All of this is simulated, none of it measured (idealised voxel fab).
The process module that follows is named voxel transistor to metal.
Section cut is 140 nm wide and gridded with 5 nm square cells.
For the purposes of this document, a cross-section shall be understood as a grid of square cells, specified as bands listed in top-to-bottom order, each band consisting of one or more rows of cells.
Band entry format. Leading values: height of top, height of bottom, nm. Remainder: materials in left-to-right order, each with its width in nm. Special words: "edge to edge" on a single material, which then fills the band edge to edge; "empty", empty space.
Measure heights from 0. That's the level where, below it, the as-received wafer is all one material. The lowest band is bottomless and extends downward; write it as in "0 -> down".
Think of "30 to 40" as a width that walks from the first number to the second as you go down the band, top row to bottom row, taking equal-sized steps from row to row.
For the purposes of this document, the phrase "no modification" attached to a step denotes that no cell within the cross-section was modified by that step.
Enclosed voids (no open way to top), threshold 8 cells or more, entry "Tabulated closed voids", notation width x height at distance, distance from left edge, nm.
Where a step's line continues beyond its settings, the continuation is a remark by the simulator itself on that step.
overlay nm, on a step with a mask: how far to the right of its planned place the mask lay; to the left if negative

Plan:
1) op RECEIVE | material Si
2) op CONFORMAL_DEP | material SiO2 | thk nm 5
3) op CONFORMAL_DEP | material SiN | thk nm 10
4) op MASKED_ETCH | tone cover | mask id ACTIVE | width nm 95 | etch materials SiN | depth nm 10 | overlay nm -5
5) op MASKED_ETCH | tone cover | mask id ACTIVE | width nm 95 | etch materials SiO2 | depth nm 5 | overlay nm 0
6) op MASKED_ETCH | tone cover | mask id ACTIVE | width nm 95 | etch materials Si | depth nm 35 | overlay nm 0
7) op FILL_DEP | material SiO2 | thk nm 10
8) op CMP | height nm 15
9) op SELECTIVE_ETCH | etch materials SiO2 | depth nm 5
10) op STRIP | etch materials SiN
11) op SELECTIVE_ETCH | etch materials SiO2 | depth nm 5
12) op OXIDIZE | depth nm 5
13) op DIRECTIONAL_DEP | material polySi | thk nm 25
14) op DIRECTIONAL_DEP | material SiCN | thk nm 15
15) op DIRECTIONAL_DEP | material aC | thk nm 10
16) op PATTERN | tone cover | mask id GATE | material resist | width nm 15 | thk nm 25 | overlay nm 0
17) op DIRECTIONAL_ETCH | etch materials aC | depth nm 10
18) op STRIP | etch materials resist
19) op DIRECTIONAL_ETCH | etch materials SiCN | depth nm 25
20) op DIRECTIONAL_ETCH | etch materials polySi | depth nm 35
21) op STRIP | etch materials aC
22) op CONFORMAL_DEP | material SiO2 | thk nm 5
23) op DIRECTIONAL_ETCH | etch materials SiO2 | depth nm 5
24) op CONFORMAL_DEP | material SiN | thk nm 5
25) op DIRECTIONAL_ETCH | etch materials SiN | depth nm 5
26) op DIRECTIONAL_ETCH | etch materials SiO2 | depth nm 5
27) op DIRECTIONAL_ETCH | etch materials Si | depth nm 15
28) op EPI | material nSi | thk nm 20
29) op FILL_DEP | material SiO2 | thk nm 5
30) op CMP | height nm 40
31) op DIRECTIONAL_DEP | material SiO2 | thk nm 10
32) op MASKED_ETCH | tone open | mask id CONTACT | width nm 30 | pitch nm 55 | etch materials SiO2 | depth nm 35 | overlay nm 0
33) op CONFORMAL_DEP | material TiN | thk nm 5
34) op FILL_DEP | material W | thk nm 10
35) op CMP | height nm 50
36) op DIRECTIONAL_DEP | material TiN | thk nm 5
37) op DIRECTIONAL_DEP | material Ru | thk nm 20
38) op DIRECTIONAL_DEP | material aC | thk nm 15
39) op PATTERN | tone cover | mask id METAL_1 | material resist | width nm 20 | pitch nm 65 | thk nm 30 | overlay nm 0
40) op DIRECTIONAL_ETCH | etch materials aC | depth nm 15
41) op STRIP | etch materials resist
42) op DIRECTIONAL_ETCH | etch materials Ru | depth nm 20
43) op DIRECTIONAL_ETCH | etch materials TiN | depth nm 5
44) op STRIP | etch materials aC
45) op CONFORMAL_DEP | material SiCN | thk nm 5
46) op FILL_DEP | material SiO2 | thk nm 10
47) op CMP | height nm 75
48) op CONFORMAL_DEP | material SiN | thk nm 5
Variable across wafers: step 4 overlay nm (plan value is that of the first wafer; starting state common to all).

Cross-section: the first of several wafers in its as-received state, i.e. following step 1:
    0 -> down | Si edge to edge
    Tabulated closed voids: none

Here's the first of several wafers in cross-section, end of the module, after the last step, step 48:
    80 -> 75 | SiN edge to edge
    75 -> 55 | SiO2=20, SiCN=5, Ru=20, SiCN=5, SiO2=35, SiCN=5, Ru=20, SiCN=5, SiO2=25
    55 -> 50 | SiCN=25, TiN=20, SiCN=45, TiN=20, SiCN=30
    50 -> 40 | SiO2=25, TiN=5, W=20 to 15, TiN=5 to 10, SiO2=25, TiN=5 to 10, W=20 to 15, TiN=5, SiO2=30
    40 -> 25 | SiO2=25, TiN=5, W=15, TiN=5, SiN=5, SiO2=5, SiCN=15, SiO2=5, SiN=5, TiN=5, W=15, TiN=5, SiO2=30
    25 -> 20 | SiO2=25, TiN=5, W=15, TiN=5, SiN=5, SiO2=5, polySi=15, SiO2=5, SiN=5, TiN=5, W=15, TiN=5, SiO2=30
    20 -> 15 | SiO2=25, TiN=25, SiN=5, SiO2=5, polySi=15, SiO2=5, SiN=5, TiN=25, SiO2=30
    15 -> 5 | SiO2=10, nSi=40, SiN=5, SiO2=5, polySi=15, SiO2=5, SiN=5, nSi=30, SiO2=25
    5 -> 0 | SiO2=10, nSi=5, SiN=5, nSi=30, SiN=5, SiO2=5, polySi=15, SiO2=5, SiN=5, nSi=20, SiN=5, nSi=5, SiO2=25
    0 -> -5 | SiO2=20, nSi=30, SiO2=35, nSi=20, SiO2=35
    -5 -> -20 | SiO2=15, Si=5, nSi=30, Si=35, nSi=20, Si=10, SiO2=25
    -20 -> -35 | SiO2=15, Si=100, SiO2=25
    -35 -> down | Si edge to edge
    Tabulated closed voids: none

Cross-section of the final wafer among several, taken at the end of the module:
    80 -> 75 | SiN edge to edge
    75 -> 55 | SiO2=20, SiCN=5, Ru=20, SiCN=5, SiO2=35, SiCN=5, Ru=20, SiCN=5, SiO2=25
    55 -> 50 | SiCN=25, TiN=20, SiCN=45, TiN=20, SiCN=30
    50 -> 40 | SiO2=25, TiN=5, W=20 to 15, TiN=5 to 10, SiO2=25, TiN=5 to 10, W=20 to 15, TiN=5, SiO2=30
    40 -> 25 | SiO2=25, TiN=5, W=15, TiN=5, SiN=5, SiO2=5, SiCN=15, SiO2=5, SiN=5, TiN=5, W=15, TiN=5, SiO2=30
    25 -> 20 | SiO2=25, TiN=5, W=15, TiN=5, SiN=5, SiO2=5, polySi=15, SiO2=5, SiN=5, TiN=5, W=15, TiN=5, SiO2=30
    20 -> 15 | SiO2=25, TiN=25, SiN=5, SiO2=5, polySi=15, SiO2=5, SiN=5, TiN=25, SiO2=30
    15 -> 5 | SiO2=25, nSi=25, SiN=5, SiO2=5, polySi=15, SiO2=5, SiN=5, nSi=45, SiO2=10
    5 -> 0 | SiO2=25, nSi=5, SiN=5, nSi=15, SiN=5, SiO2=5, polySi=15, SiO2=5, SiN=5, nSi=35, SiN=5, nSi=5, SiO2=10
    0 -> -5 | SiO2=35, nSi=15, SiO2=35, nSi=35, SiO2=20
    -5 -> -20 | SiO2=20, Si=15, nSi=15, Si=35, nSi=35, Si=5, SiO2=15
    -20 -> -35 | SiO2=20, Si=105, SiO2=15
    -35 -> down | Si edge to edge
    Tabulated closed voids: none

Take any row and you have a wafer at the end of the module: how many cells of each material it has gained (+) or lost (-) since it was received, and then its closed voids:
overlay nm -5, +32 Ru, -106 Si, +45 SiCN, +46 SiN, +254 SiO2, +44 TiN, +38 W, +80 nSi, +15 polySi, Tabulated closed voids: none
overlay nm 0, +32 Ru, -112 Si, +45 SiCN, +46 SiN, +260 SiO2, +44 TiN, +38 W, +80 nSi, +15 polySi, Tabulated closed voids: none
overlay nm 5, +32 Ru, -106 Si, +45 SiCN, +46 SiN, +254 SiO2, +44 TiN, +38 W, +80 nSi, +15 polySi, Tabulated closed voids: none
overlay nm 10, +32 Ru, -100 Si, +45 SiCN, +46 SiN, +248 SiO2, +44 TiN, +38 W, +80 nSi, +15 polySi, Tabulated closed voids: none
